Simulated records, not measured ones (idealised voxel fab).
A process module follows: voxel capacitor over wiring.
Square cells of 5 nm make up the cross-section cut, whose width is 160 nm.
Throughout this document, each cross-section is represented as a grid of square cells and is presented as a sequence of bands enumerated from the top downward, where a band comprises one or more rows of cells. The entry gives the band's vertical extent as a top height and a bottom height in nm, then its horizontal make-up as materials from left to right, each with a width in nm. "blank" stands for empty space; a single material marked "full width" fills the band edge to edge. Heights from 0 (as-received wafer is one material below). Bottom band endless downward, as "0 -> down". Quick explanation for "30 to 40": the width changes in equal steps down the rows of cells, from the first number in the band's top row to the second number in its bottom row. When a step is marked "same as before", none of the cells in the cross-section changed during that step. Entry "Fully sealed voids". Content: empty spaces with no open connection to the top, size 8 cells or greater. Each: width x height at distance. Distance: from left edge. Unit: nm. Step line, after settings: the simulator's comment on this step. Each step line may optionally specify "overlay nm", which for a step with a mask gives the rightward distance between the mask's planned place and where it lay, a negative value indicating the leftward direction.

**Planned process steps**
step 1: RECEIVE (material Si)
step 2: CONFORMAL_DEP (material SiO2; thk nm 10)
step 3: CONFORMAL_DEP (material SiCN; thk nm 5)
step 4: DIRECTIONAL_DEP (material lowk; thk nm 15)
step 5: PATTERN (tone open; mask id METAL_1; material resist; width nm 20; pitch nm 85; thk nm 20; overlay nm 0)
step 6: DIRECTIONAL_ETCH (etch materials lowk; depth nm 15)
step 7: DIRECTIONAL_ETCH (etch materials SiCN; depth nm 5)
step 8: STRIP (etch materials resist)
step 9: CONFORMAL_DEP (material TiN; thk nm 5)
step 10: FILL_DEP (material Cu; thk nm 5)
step 11: CMP (height nm 30)
step 12: EPI (material Ru; thk nm 5)
step 13: FILL_DEP (material SiCN; thk nm 5)
step 14: DIRECTIONAL_DEP (material lowk; thk nm 10)
step 15: PATTERN (tone open; mask id PLUG_1; material resist; width nm 15; thk nm 15; overlay nm 0)
step 16: DIRECTIONAL_ETCH (etch materials lowk; depth nm 10)
step 17: DIRECTIONAL_ETCH (etch materials SiCN; depth nm 5)
step 18: STRIP (etch materials resist)
step 19: EPI (material Ru; thk nm 10)
step 20: EPI (material Ru; thk nm 5)
step 21: DIRECTIONAL_DEP (material TiN; thk nm 10)
step 22: DIRECTIONAL_DEP (material SiN; thk nm 5)
step 23: DIRECTIONAL_DEP (material TiN; thk nm 5)
step 24: MASKED_ETCH (tone cover; mask id UPPER_PLATE; width nm 70; etch materials TiN; depth nm 5; overlay nm 0)
step 25: MASKED_ETCH (tone cover; mask id UPPER_PLATE; width nm 70; etch materials SiN; depth nm 5; overlay nm 0)
step 26: PATTERN (tone cover; mask id LOWER_PLATE; material resist; width nm 80; thk nm 15; overlay nm 0)
step 27: DIRECTIONAL_ETCH (etch materials TiN; depth nm 10)
step 28: STRIP (etch materials resist)
step 29: FILL_DEP (material SiO2; thk nm 15)
step 30: CMP (height nm 80)
step 31: MASKED_ETCH (tone open; mask id PLUG_2; width nm 15; etch materials SiO2; depth nm 10; overlay nm 0)
step 32: CONFORMAL_DEP (material TiN; thk nm 5)
step 33: FILL_DEP (material W; thk nm 10)
step 34: CMP (height nm 80)
step 35: CONFORMAL_DEP (material SiN; thk nm 5)

**Step 1 complete: cross-section of the wafer as received**
- 0 -> down = Si full width
- Fully sealed voids: none

**The first of the two wafers as seen in cross-section once the module was finished; processing followed the plan**
- 85 -> 80 = SiN full width
- 80 -> 75 = SiO2 40, then TiN 5, then W 5, then TiN 5, then SiO2 105
- 75 -> 65 = SiO2 40 to 30, then TiN 15 to 70, then SiO2 105 to 60
- 65 -> 60 = SiO2 30, then SiN 70, then SiO2 60
- 60 -> 50 = SiO2 25, then TiN 80, then SiO2 55
- 50 -> 40 = lowk 30, then Ru 15, then lowk 115
- 40 -> 35 = SiCN 30, then Ru 15, then SiCN 115
- 35 -> 30 = SiCN 20, then Ru 30, then SiCN 55, then Ru 30, then SiCN 25
- 30 -> 15 = lowk 25, then TiN 5, then Cu 10, then TiN 5, then lowk 65, then TiN 5, then Cu 10, then TiN 5, then lowk 30
- 15 -> 10 = SiCN 25, then TiN 20, then SiCN 65, then TiN 20, then SiCN 30
- 10 -> 0 = SiO2 full width
- 0 -> down = Si full width
- Fully sealed voids: none

**Here is the second of the two wafers cut open at the end of the module - same start, same plan as the first one, but we made one mistake running it**
- 85 -> 80 = SiN full width
- 80 -> 75 = SiO2 40, then TiN 5, then W 5, then TiN 5, then SiO2 105
- 75 -> 65 = SiO2 40 to 30, then TiN 15 to 70, then SiO2 105 to 60
- 65 -> 60 = SiO2 30, then SiN 70, then SiO2 60
- 60 -> 50 = SiO2 30, then TiN 80, then SiO2 50
- 50 -> 40 = lowk 30, then Ru 15, then lowk 115
- 40 -> 35 = SiCN 30, then Ru 15, then SiCN 115
- 35 -> 30 = SiCN 20, then Ru 30, then SiCN 55, then Ru 30, then SiCN 25
- 30 -> 15 = lowk 25, then TiN 5, then Cu 10, then TiN 5, then lowk 65, then TiN 5, then Cu 10, then TiN 5, then lowk 30
- 15 -> 10 = SiCN 25, then TiN 20, then SiCN 65, then TiN 20, then SiCN 30
- 10 -> 0 = SiO2 full width
- 0 -> down = Si full width
- Fully sealed voids: none
Processing error: step 26 changed vs plan, executed as PATTERN (tone cover; mask id LOWER_PLATE; material resist; width nm 80; thk nm 15; overlay nm 5)
Heads up: at the end the two wafers have identical cell counts per material, they're just laid out differently.
